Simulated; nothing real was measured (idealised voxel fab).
process module | voxel self aligned contacts
cross-section cut | 185 nm wide | cells 5 nm
A cross-section is a grid of square cells, given in bands from the top down. A band is one or more rows of cells.
Each band's line starts with the height of the band's top and of its bottom, in nm. Then come its materials from left to right, each with its width in nm. One material with "throughout" fills the band from edge to edge. "air" is empty space.
Height 0 is the level under which the wafer as received is all one material. The lowest band goes on downwards, as in "0 down".
A width such as "30 to 40" changes by the same amount from each row of cells to the next, from the band's top row to its bottom row.
"no change" after a step means that no cell of the cross-section changed.
closed voids: empty space of 8 cells or more with no open way to the top, each as width x height at its distance from the left edge, in nm
after a step's settings: what the simulator itself notes on the step
overlay nm, on a step with a mask: how far to the right of its planned place the mask lay; to the left if negative
plan
1 op RECEIVE | material Si
2 op CONFORMAL_DEP | material SiO2 | thk nm 5
3 op DIRECTIONAL_DEP | material polySi | thk nm 20
4 op DIRECTIONAL_DEP | material SiN | thk nm 20
5 op PATTERN | tone cover | mask id GATE | material resist | width nm 25 | pitch nm 60 | thk nm 15 | overlay nm 0
6 op DIRECTIONAL_ETCH | etch materials SiN | depth nm 20
7 op DIRECTIONAL_ETCH | etch materials polySi | depth nm 20
8 op STRIP | etch materials resist
9 op CONFORMAL_DEP | material SiN | thk nm 5
10 op DIRECTIONAL_ETCH | etch materials SiN | depth nm 5
11 op FILL_DEP | material SiO2 | thk nm 15
12 op CMP | height nm 50
13 op PATTERN | tone open | mask id CONTACT | material resist | width nm 45 | thk nm 15 | overlay nm 0
14 op DIRECTIONAL_ETCH | etch materials SiO2 | depth nm 50
15 op STRIP | etch materials resist
16 op CONFORMAL_DEP | material TiN | thk nm 5
17 op FILL_DEP | material Ru | thk nm 5
18 op CMP | height nm 50
19 op CONFORMAL_DEP | material SiN | thk nm 5
first wafer, as planned
as received, after step 1
  0 down: Si throughout
  closed voids: none
after step 2
  5 to 0: SiO2 throughout
  below 0: unchanged
after step 3
  25 to 5: polySi throughout
  below 5: unchanged
after step 4
  45 to 25: SiN throughout
  below 25: unchanged
after step 5
  60 to 45: air 50 | resist 25 | air 35 | resist 25 | air 50
  below 45: unchanged
after step 6
  60 to 45: air 50 | resist 25 | air 35 | resist 25 | air 50
  45 to 25: air 50 | SiN 25 | air 35 | SiN 25 | air 50
  below 25: unchanged
after step 7
  60 to 45: air 50 | resist 25 | air 35 | resist 25 | air 50
  45 to 25: air 50 | SiN 25 | air 35 | SiN 25 | air 50
  25 to 5: air 50 | polySi 25 | air 35 | polySi 25 | air 50
  below 5: unchanged
after step 8
  45 to 25: air 50 | SiN 25 | air 35 | SiN 25 | air 50
  below 25: unchanged
after step 9
  50 to 25: air 45 | SiN 35 | air 25 | SiN 35 | air 45
  25 to 10: air 45 | SiN 5 | polySi 25 | SiN 5 | air 25 | SiN 5 | polySi 25 | SiN 5 | air 45
  10 to 5: SiN 50 | polySi 25 | SiN 35 | polySi 25 | SiN 50
  below 5: unchanged
after step 10
  45 to 25: air 45 | SiN 35 | air 25 | SiN 35 | air 45
  25 to 5: air 45 | SiN 5 | polySi 25 | SiN 5 | air 25 | SiN 5 | polySi 25 | SiN 5 | air 45
  below 5: unchanged
after step 11
  60 to 45: SiO2 throughout
  45 to 25: SiO2 45 | SiN 35 | SiO2 25 | SiN 35 | SiO2 45
  25 to 5: SiO2 45 | SiN 5 | polySi 25 | SiN 5 | SiO2 25 | SiN 5 | polySi 25 | SiN 5 | SiO2 45
  below 5: unchanged
after step 12
  50 to 45: SiO2 throughout
  below 45: unchanged
after step 13
  65 to 50: resist 70 | air 45 | resist 70
  below 50: unchanged
after step 14
  65 to 50: resist 70 | air 45 | resist 70
  50 to 45: SiO2 70 | air 45 | SiO2 70
  45 to 25: SiO2 45 | SiN 35 | air 25 | SiN 35 | SiO2 45
  25 to 5: SiO2 45 | SiN 5 | polySi 25 | SiN 5 | air 25 | SiN 5 | polySi 25 | SiN 5 | SiO2 45
  5 to 0: SiO2 80 | air 25 | SiO2 80
  below 0: unchanged
after step 15
  50 to 45: SiO2 70 | air 45 | SiO2 70
  below 45: unchanged
after step 16
  55 to 50: TiN 75 | air 35 | TiN 75
  50 to 45: SiO2 70 | TiN 15 | air 15 | TiN 15 | SiO2 70
  45 to 25: SiO2 45 | SiN 35 | TiN 5 | air 15 | TiN 5 | SiN 35 | SiO2 45
  25 to 5: SiO2 45 | SiN 5 | polySi 25 | SiN 5 | TiN 5 | air 15 | TiN 5 | SiN 5 | polySi 25 | SiN 5 | SiO2 45
  5 to 0: SiO2 80 | TiN 25 | SiO2 80
  below 0: unchanged
after step 17
  60 to 55: Ru throughout
  55 to 50: TiN 75 | Ru 35 | TiN 75
  50 to 45: SiO2 70 | TiN 15 | Ru 15 | TiN 15 | SiO2 70
  45 to 25: SiO2 45 | SiN 35 | TiN 5 | Ru 15 | TiN 5 | SiN 35 | SiO2 45
  25 to 5: SiO2 45 | SiN 5 | polySi 25 | SiN 5 | TiN 5 | Ru 15 | TiN 5 | SiN 5 | polySi 25 | SiN 5 | SiO2 45
  below 5: unchanged
after step 18
  50 to 45: SiO2 70 | TiN 15 | Ru 15 | TiN 15 | SiO2 70
  below 45: unchanged
after step 19
  55 to 50: SiN throughout
  below 50: unchanged
second wafer: like start, like plan, one mistake. Through step 1 it matches the first wafer
when step 2 should have ended
  5 to 0: SiN throughout
  below 0: unchanged
when step 3 should have ended
  25 to 5: polySi throughout
  below 5: unchanged
when step 4 should have ended
  45 to 25: SiN throughout
  below 25: unchanged
when step 5 should have ended
  60 to 45: air 50 | resist 25 | air 35 | resist 25 | air 50
  below 45: unchanged
when step 6 should have ended
  60 to 45: air 50 | resist 25 | air 35 | resist 25 | air 50
  45 to 25: air 50 | SiN 25 | air 35 | SiN 25 | air 50
  below 25: unchanged
when step 7 should have ended
  60 to 45: air 50 | resist 25 | air 35 | resist 25 | air 50
  45 to 25: air 50 | SiN 25 | air 35 | SiN 25 | air 50
  25 to 5: air 50 | polySi 25 | air 35 | polySi 25 | air 50
  below 5: unchanged
when step 8 should have ended
  45 to 25: air 50 | SiN 25 | air 35 | SiN 25 | air 50
  below 25: unchanged
when step 9 should have ended
  50 to 25: air 45 | SiN 35 | air 25 | SiN 35 | air 45
  25 to 10: air 45 | SiN 5 | polySi 25 | SiN 5 | air 25 | SiN 5 | polySi 25 | SiN 5 | air 45
  10 to 5: SiN 50 | polySi 25 | SiN 35 | polySi 25 | SiN 50
  below 5: unchanged
when step 10 should have ended
  45 to 25: air 45 | SiN 35 | air 25 | SiN 35 | air 45
  25 to 5: air 45 | SiN 5 | polySi 25 | SiN 5 | air 25 | SiN 5 | polySi 25 | SiN 5 | air 45
  below 5: unchanged
when step 11 should have ended
  60 to 45: SiO2 throughout
  45 to 25: SiO2 45 | SiN 35 | SiO2 25 | SiN 35 | SiO2 45
  25 to 5: SiO2 45 | SiN 5 | polySi 25 | SiN 5 | SiO2 25 | SiN 5 | polySi 25 | SiN 5 | SiO2 45
  below 5: unchanged
when step 12 should have ended
  50 to 45: SiO2 throughout
  below 45: unchanged
when step 13 should have ended
  65 to 50: resist 70 | air 45 | resist 70
  below 50: unchanged
when step 14 should have ended
  65 to 50: resist 70 | air 45 | resist 70
  50 to 45: SiO2 70 | air 45 | SiO2 70
  45 to 25: SiO2 45 | SiN 35 | air 25 | SiN 35 | SiO2 45
  25 to 5: SiO2 45 | SiN 5 | polySi 25 | SiN 5 | air 25 | SiN 5 | polySi 25 | SiN 5 | SiO2 45
  below 5: unchanged
when step 15 should have ended
  50 to 45: SiO2 70 | air 45 | SiO2 70
  below 45: unchanged
when step 16 should have ended
  55 to 50: TiN 75 | air 35 | TiN 75
  50 to 45: SiO2 70 | TiN 15 | air 15 | TiN 15 | SiO2 70
  45 to 25: SiO2 45 | SiN 35 | TiN 5 | air 15 | TiN 5 | SiN 35 | SiO2 45
  25 to 10: SiO2 45 | SiN 5 | polySi 25 | SiN 5 | TiN 5 | air 15 | TiN 5 | SiN 5 | polySi 25 | SiN 5 | SiO2 45
  10 to 5: SiO2 45 | SiN 5 | polySi 25 | SiN 5 | TiN 25 | SiN 5 | polySi 25 | SiN 5 | SiO2 45
  below 5: unchanged
when step 17 should have ended
  60 to 55: Ru throughout
  55 to 50: TiN 75 | Ru 35 | TiN 75
  50 to 45: SiO2 70 | TiN 15 | Ru 15 | TiN 15 | SiO2 70
  45 to 25: SiO2 45 | SiN 35 | TiN 5 | Ru 15 | TiN 5 | SiN 35 | SiO2 45
  25 to 10: SiO2 45 | SiN 5 | polySi 25 | SiN 5 | TiN 5 | Ru 15 | TiN 5 | SiN 5 | polySi 25 | SiN 5 | SiO2 45
  below 10: unchanged
when step 18 should have ended
  50 to 45: SiO2 70 | TiN 15 | Ru 15 | TiN 15 | SiO2 70
  below 45: unchanged
when step 19 should have ended
  55 to 50: SiN throughout
  below 50: unchanged
what went wrong: step 2 ran as: op CONFORMAL_DEP | material SiN | thk nm 5
at the end the second wafer has, in cells: 3 fewer of Ru | 37 more of SiN | 32 fewer of SiO2 | 2 fewer of TiN
